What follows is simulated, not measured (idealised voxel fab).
The name of this process module is voxel self aligned vias.
Cross-section cut spans 240 nm and uses square cells 5 nm in size.
Reading order for cross-sections: top band down to bottom band. Underlying form: a grid of square cells. Band size: one or more rows of cells.
Look at the band entry: it leads with the top's height and the bottom's height in nm. Then it lists the materials left to right, with a width in nm for each. The word "all across" on a single material says that material fills the band edge to edge. The word "blank" is empty space.
A quick word on heights: they are counted from 0, and under that level the wafer as it came to us is one material throughout. The lowest band is different from the rest in having no bottom; it simply continues downward, written as in "0 down".
Think of "30->40" as a width that walks from the first number to the second as you go down the band, top row to bottom row, taking equal-sized steps from row to row.
Any step labelled "nothing changed" changed none of the cells in the cross-section.
Empty spaces counting at least 8 cells and having no open way to the top are listed in "Trapped voids". The notation width x height at distance is used for each, the distance being from the left edge and all three values in nm.
Anything after a step's settings on that line? It's the simulator's own note about the step.
On any step carrying a mask, the "overlay nm" setting, if present on the step's line, tells how far right of its planned place the mask lay; negative values point to the left.
Each pair of cross-sections that follows straddles one process step: the one shows the state before the step, the other the state after it, down to the lowest band that changed and no further. The step in question, and its settings, are given under the pair. Note that a pair is not necessarily a continuation of the pair above it, since pairs can come from different runs of this module on the same starting wafer; it is a continuation only where its entry headed "Structure before processing" says so.
-- Structure before processing
45 to 25 = 35 of W, 5 of TiN, 25 of lowk, 5 of TiN, 30 of W, 5 of TiN, 25 of lowk, 5 of TiN, 30 of W, 5 of TiN, 25 of lowk, 5 of TiN, 40 of W
25 to 20 = 40 of TiN, 25 of lowk, 40 of TiN, 25 of lowk, 40 of TiN, 25 of lowk, 45 of TiN
20 to 15 = SiCN all across
15 to 0 = SiO2 all across
0 down = Si all across
Trapped voids: none
-- Post-Process View
45 to 35 = 40 of blank, 25 of lowk, 40 of blank, 25 of lowk, 40 of blank, 25 of lowk, 45 of blank
Below 35, no change.
Trapped voids: none
Can you say which step sits between the two cross-sections above? SELECTIVE_ETCH | etch materials W Ru TiN | depth nm 10
Structure before processing: cross-section not repeated; it is the one shown after the step in the pair just above.
-- Post-Process View
50 to 45 = SiN all across
45 to 35 = 40 of SiN, 25 of lowk, 40 of SiN, 25 of lowk, 40 of SiN, 25 of lowk, 45 of SiN
Below 35, no change.
Trapped voids: none
Can you say which step sits between the two cross-sections above? FILL_DEP | material SiN | thk nm 5
Structure before processing: cross-section not repeated; it is the one shown after the step in the pair just above.
-- Post-Process View
45 to 35 = 40 of SiN, 25 of lowk, 40 of SiN, 25 of lowk, 40 of SiN, 25 of lowk, 45 of SiN
Below 35, no change.
Trapped voids: none
Can you say which step sits between the two cross-sections above? CMP | height nm 45
Structure before processing: cross-section not repeated; it is the one shown after the step in the pair just above.
-- Post-Process View
60 to 45 = lowk all across
Below 45, no change.
Trapped voids: none
Can you say which step sits between the two cross-sections above? DIRECTIONAL_DEP | material lowk | thk nm 15
Structure before processing: cross-section not repeated; it is the one shown after the step in the pair just above.
-- Post-Process View
60 to 45 = 35 of lowk, 35 of blank, 95 of lowk, 35 of blank, 40 of lowk
Below 45, no change.
Trapped voids: none
Can you say which step sits between the two cross-sections above? MASKED_ETCH | tone open | mask id VIAS | width nm 35 | pitch nm 130 | etch materials lowk | depth nm 15 | overlay nm 0
Structure before processing: cross-section not repeated; it is the one shown after the step in the pair just above.
-- Post-Process View
60 to 45 = 35 of lowk, 35 of blank, 95 of lowk, 35 of blank, 40 of lowk
45 to 35 = 35 of SiN, 5 of blank, 25 of lowk, 5 of blank, 35 of SiN, 25 of lowk, 35 of SiN, 5 of blank, 25 of lowk, 5 of blank, 40 of SiN
Below 35, no change.
Trapped voids: none
Can you say which step sits between the two cross-sections above? MASKED_ETCH | tone open | mask id VIAS | width nm 35 | pitch nm 130 | etch materials SiN | depth nm 10 | overlay nm 0
Structure before processing: cross-section not repeated; it is the one shown after the step in the pair just above.
-- Post-Process View
65 to 60 = 40 of TiN, 25 of blank, 105 of TiN, 25 of blank, 45 of TiN
60 to 50 = 35 of lowk, 5 of TiN, 25 of blank, 5 of TiN, 95 of lowk, 5 of TiN, 25 of blank, 5 of TiN, 40 of lowk
50 to 45 = 35 of lowk, 35 of TiN, 95 of lowk, 35 of TiN, 40 of lowk
45 to 35 = 35 of SiN, 5 of TiN, 25 of lowk, 5 of TiN, 35 of SiN, 25 of lowk, 35 of SiN, 5 of TiN, 25 of lowk, 5 of TiN, 40 of SiN
Below 35, no change.
Trapped voids: none
Can you say which step sits between the two cross-sections above? CONFORMAL_DEP | material TiN | thk nm 5
Structure before processing: cross-section not repeated; it is the one shown after the step in the pair just above.
-- Post-Process View
70 to 65 = Cu all across
65 to 60 = 40 of TiN, 25 of Cu, 105 of TiN, 25 of Cu, 45 of TiN
60 to 50 = 35 of lowk, 5 of TiN, 25 of Cu, 5 of TiN, 95 of lowk, 5 of TiN, 25 of Cu, 5 of TiN, 40 of lowk
Below 50, no change.
Trapped voids: none
Can you say which step sits between the two cross-sections above? FILL_DEP | material Cu | thk nm 5
Structure before processing: cross-section not repeated; it is the one shown after the step in the pair just above.
-- Post-Process View
60 to 50 = 35 of lowk, 5 of TiN, 25 of Cu, 5 of TiN, 95 of lowk, 5 of TiN, 25 of Cu, 5 of TiN, 40 of lowk
Below 50, no change.
Trapped voids: none
Can you say which step sits between the two cross-sections above? CMP | height nm 60
Structure before processing: cross-section not repeated; it is the one shown after the step in the pair just above.
-- Post-Process View
65 to 60 = SiCN all across
Below 60, no change.
Trapped voids: none
Can you say which step sits between the two cross-sections above? CONFORMAL_DEP | material SiCN | thk nm 5
